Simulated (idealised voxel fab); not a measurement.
process module | voxel fin reveal
cross-section cut | 165 nm wide | cells 5 nm
A cross-section is a grid of square cells, given in bands from the top down. A band is one or more rows of cells.
Each band's line starts with the height of the band's top and of its bottom, in nm. Then come its materials from left to right, each with its width in nm. One material with "throughout" fills the band from edge to edge. "air" is empty space.
Height 0 is the level under which the wafer as received is all one material. The lowest band goes on downwards, as in "0 down".
A width such as "30 to 40" changes by the same amount from each row of cells to the next, from the band's top row to its bottom row.
"no change" after a step means that no cell of the cross-section changed.
closed voids: empty space of 8 cells or more with no open way to the top, each as width x height at its distance from the left edge, in nm
after a step's settings: what the simulator itself notes on the step
overlay nm, on a step with a mask: how far to the right of its planned place the mask lay; to the left if negative
plan
1 op RECEIVE | material Si
2 op CONFORMAL_DEP | material SiN | thk nm 5
3 op MASKED_ETCH | tone cover | mask id FINS | width nm 15 | pitch nm 40 | etch materials SiN | depth nm 5 | overlay nm 0
4 op MASKED_ETCH | tone cover | mask id FINS | width nm 15 | pitch nm 40 | etch materials Si | depth nm 40 | overlay nm 0
5 op OXIDIZE | depth nm 5
6 op FILL_DEP | material SiO2 | thk nm 10
7 op CMP | height nm 5
8 op SELECTIVE_ETCH | etch materials SiO2 | depth nm 25
9 op STRIP | etch materials SiN
10 op CONFORMAL_DEP | material SiO2 | thk nm 5
first wafer, as planned
as received, after step 1
  0 down: Si throughout
  closed voids: none
after step 2
  5 to 0: SiN throughout
  below 0: unchanged
after step 3
  5 to 0: air 55 | SiN 15 | air 25 | SiN 15 | air 55
  below 0: unchanged
after step 4
  5 to 0: air 55 | SiN 15 | air 25 | SiN 15 | air 55
  0 to -40: air 55 | Si 15 | air 25 | Si 15 | air 55
  below -40: unchanged
after step 5
  5 to 0: air 55 | SiN 15 | air 25 | SiN 15 | air 55
  0 to -40: air 55 | SiO2 5 | Si 5 | SiO2 5 | air 25 | SiO2 5 | Si 5 | SiO2 5 | air 55
  -40 to -45: SiO2 60 | Si 5 | SiO2 35 | Si 5 | SiO2 60
  below -45: unchanged
after step 6
  15 to 5: SiO2 throughout
  5 to 0: SiO2 55 | SiN 15 | SiO2 25 | SiN 15 | SiO2 55
  0 to -45: SiO2 60 | Si 5 | SiO2 35 | Si 5 | SiO2 60
  below -45: unchanged
after step 7
  5 to 0: SiO2 55 | SiN 15 | SiO2 25 | SiN 15 | SiO2 55
  below 0: unchanged
after step 8
  5 to 0: air 55 | SiN 15 | air 25 | SiN 15 | air 55
  0 to -20: air 60 | Si 5 | air 35 | Si 5 | air 60
  below -20: unchanged
after step 9
  0 to -20: air 60 | Si 5 | air 35 | Si 5 | air 60
  below -20: unchanged
after step 10
  5 to 0: air 55 | SiO2 15 | air 25 | SiO2 15 | air 55
  0 to -15: air 55 | SiO2 5 | Si 5 | SiO2 5 | air 25 | SiO2 5 | Si 5 | SiO2 5 | air 55
  -15 to -45: SiO2 60 | Si 5 | SiO2 35 | Si 5 | SiO2 60
  below -45: unchanged
second wafer: like start, like plan, one mistake. Through step 7 it matches the first wafer
when step 8 should have ended
  5 to 0: air 55 | SiN 15 | air 25 | SiN 15 | air 55
  0 to -45: air 60 | Si 5 | air 35 | Si 5 | air 60
  below -45: unchanged
when step 9 should have ended
  0 to -45: air 60 | Si 5 | air 35 | Si 5 | air 60
  below -45: unchanged
when step 10 should have ended
  5 to 0: air 55 | SiO2 15 | air 25 | SiO2 15 | air 55
  0 to -40: air 55 | SiO2 5 | Si 5 | SiO2 5 | air 25 | SiO2 5 | Si 5 | SiO2 5 | air 55
  -40 to -45: SiO2 60 | Si 5 | SiO2 35 | Si 5 | SiO2 60
  below -45: unchanged
what went wrong: step 8 was run twice
at the end the second wafer has, in cells: 135 fewer of SiO2
